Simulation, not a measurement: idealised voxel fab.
You're looking at the process module voxel self aligned contacts.
280 nm wide, 5 nm square cells: that's cross-section cut.
A cross-section is written here as square cells arranged in a grid, and it is given in bands from the top down, each band taking up one or more rows of cells. Within each band entry, the heights of the top and of the bottom of the band appear first, in that order and in nm; the materials of the band then follow from left to right, each with its corresponding width in nm. The designation "everywhere" on a single material indicates that it fills the band from edge to edge; the designation "air" indicates empty space. Height reference: 0 = level under which incoming wafer is all one material. Lowest band: no bottom, runs on downward, e.g. "0..down". Read "30 to 40" as a graded width: first number on top, second number at the bottom, same change between each pair of neighbouring rows. Basically "identical to before" means that step didn't change any cell in the cross-section. In "Enclosed cavities" the enclosed voids are listed, meaning empty spaces of 8 cells or larger without any opening to the top. The form is width x height at distance, distance from the left edge, units nm. Step line, after settings: the simulator's comment on this step. Each step line may optionally specify "overlay nm", which for a step with a mask gives the rightward distance between the mask's planned place and where it lay, a negative value indicating the leftward direction.

The following list gives the planned process steps:
1. RECEIVE, material Si
2. OXIDIZE, depth nm 5
3. DIRECTIONAL_DEP, material polySi, thk nm 25
4. DIRECTIONAL_DEP, material SiN, thk nm 20
5. MASKED_ETCH, tone cover, mask id GATE, width nm 30, pitch nm 65, etch materials SiN, depth nm 20, overlay nm 0
6. MASKED_ETCH, tone cover, mask id GATE, width nm 30, pitch nm 65, etch materials polySi, depth nm 25, overlay nm 0
7. CONFORMAL_DEP, material SiN, thk nm 10
8. DIRECTIONAL_ETCH, etch materials SiN, depth nm 10
9. FILL_DEP, material SiO2, thk nm 10
10. CMP, height nm 50
11. PATTERN, tone open, mask id CONTACT, material resist, width nm 45, pitch nm 65, thk nm 15, overlay nm 0
12. DIRECTIONAL_ETCH, etch materials SiO2, depth nm 55
13. STRIP, etch materials resist
14. CONFORMAL_DEP, material TiN, thk nm 5
15. FILL_DEP, material W, thk nm 5
16. CMP, height nm 50
17. CONFORMAL_DEP, material SiCN, thk nm 5

As-received wafer cross-section (after step 1):
> 0..down: Si everywhere
> Enclosed cavities: none

Cross-sectional result after module completion. Note: starting condition and plan are unchanged from above; one processing mistake was made:
> 55..50: SiCN everywhere
> 50..35: SiO2=50; SiN=50; TiN=5; W=5; TiN=5; SiN=50; TiN=5; W=5; TiN=5; SiN=50; SiO2=50
> 35..30: SiO2=50; SiN=50; TiN=15; SiN=50; TiN=15; SiN=50; SiO2=50
> 30..25: SiN everywhere
> 25..0: polySi everywhere
> 0..-5: SiO2 everywhere
> -5..down: Si everywhere
> Enclosed cavities: none
Nonconformance to the process plan: not per plan at step 4, really ran DIRECTIONAL_DEP, material SiN, thk nm 25
